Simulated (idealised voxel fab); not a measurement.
Process module in this document: voxel double patterning
FYI the section here is cut, 170 nm wide, cells are 5 nm squares.
We lay out every cross-section as a grid of square cells and spell it out in bands from the top down, where one band means one or more rows of cells. Top, bottom (nm), then materials left to right with widths (nm); lone material tagged "full width" fills the whole band edge to edge; "blank" = empty space. It should be noted that heights are counted from 0, beneath which the wafer as supplied is of one material throughout, and that the lowest band possesses no lower boundary but continues downward, as written in "z 0 and below". Think of "30->40" as a width that walks from the first number to the second as you go down the band, top row to bottom row, taking equal-sized steps from row to row. Where a step carries "nothing changed", the cross-section came out of it unchanged, cell for cell. "Fully closed voids": empty spaces of 8 cells or more with no open way to the top, each given as width x height at distance, distance from the left edge, all in nm. Past the settings on a step's line: simulator remark, on that step. overlay nm: mask right of planned place by this much (step with mask). Neg. = left.

Planned process steps
- 1: op RECEIVE | material Si
- 2: op CONFORMAL_DEP | material SiN | thk nm 5
- 3: op DIRECTIONAL_DEP | material SiO2 | thk nm 10
- 4: op DIRECTIONAL_DEP | material SiCN | thk nm 5
- 5: op DIRECTIONAL_DEP | material aC | thk nm 10
- 6: op PATTERN | tone open | mask id FIRST | material resist | width nm 15 | pitch nm 50 | thk nm 30 | overlay nm 0
- 7: op DIRECTIONAL_ETCH | etch materials aC | depth nm 10
- 8: op STRIP | etch materials resist
- 9: op DIRECTIONAL_ETCH | etch materials SiCN | depth nm 5
- 10: op STRIP | etch materials aC
- 11: op PATTERN | tone open | mask id SECOND | material resist | width nm 15 | pitch nm 50 | thk nm 20 | overlay nm 0
- 12: op DIRECTIONAL_ETCH | etch materials SiCN | depth nm 5
- 13: op STRIP | etch materials resist
- 14: op DIRECTIONAL_ETCH | etch materials SiO2 | depth nm 10
- 15: op STRIP | etch materials SiCN

Step 1 complete: cross-section of the wafer as received
> z 0 and below | Si full width
> Fully closed voids: none

Sectioned view, first of two wafers, at the close of the module, processed as intended in the plan
> z 15 to 5 | 25 of SiO2 / 15 of blank / 10 of SiO2 / 15 of blank / 10 of SiO2 / 15 of blank / 10 of SiO2 / 15 of blank / 10 of SiO2 / 15 of blank / 30 of SiO2
> z 5 to 0 | SiN full width
> z 0 and below | Si full width
> Fully closed voids: none

Cross-sectional view of the second of two wafers upon completion of the module. This wafer shared its starting condition and process plan with the first; one error was made during its execution
> z 15 to 5 | 30 of SiO2 / 15 of blank / 5 of SiO2 / 15 of blank / 15 of SiO2 / 15 of blank / 5 of SiO2 / 15 of blank / 15 of SiO2 / 15 of blank / 25 of SiO2
> z 5 to 0 | SiN full width
> z 0 and below | Si full width
> Fully closed voids: none
So what did we get wrong on this run? step 6 was not run as planned; what actually ran was op PATTERN | tone open | mask id FIRST | material resist | width nm 15 | pitch nm 50 | thk nm 30 | overlay nm 5
Comparing end states, the material composition by cell count is preserved from the first wafer to the second, while the locations of the cells are not.
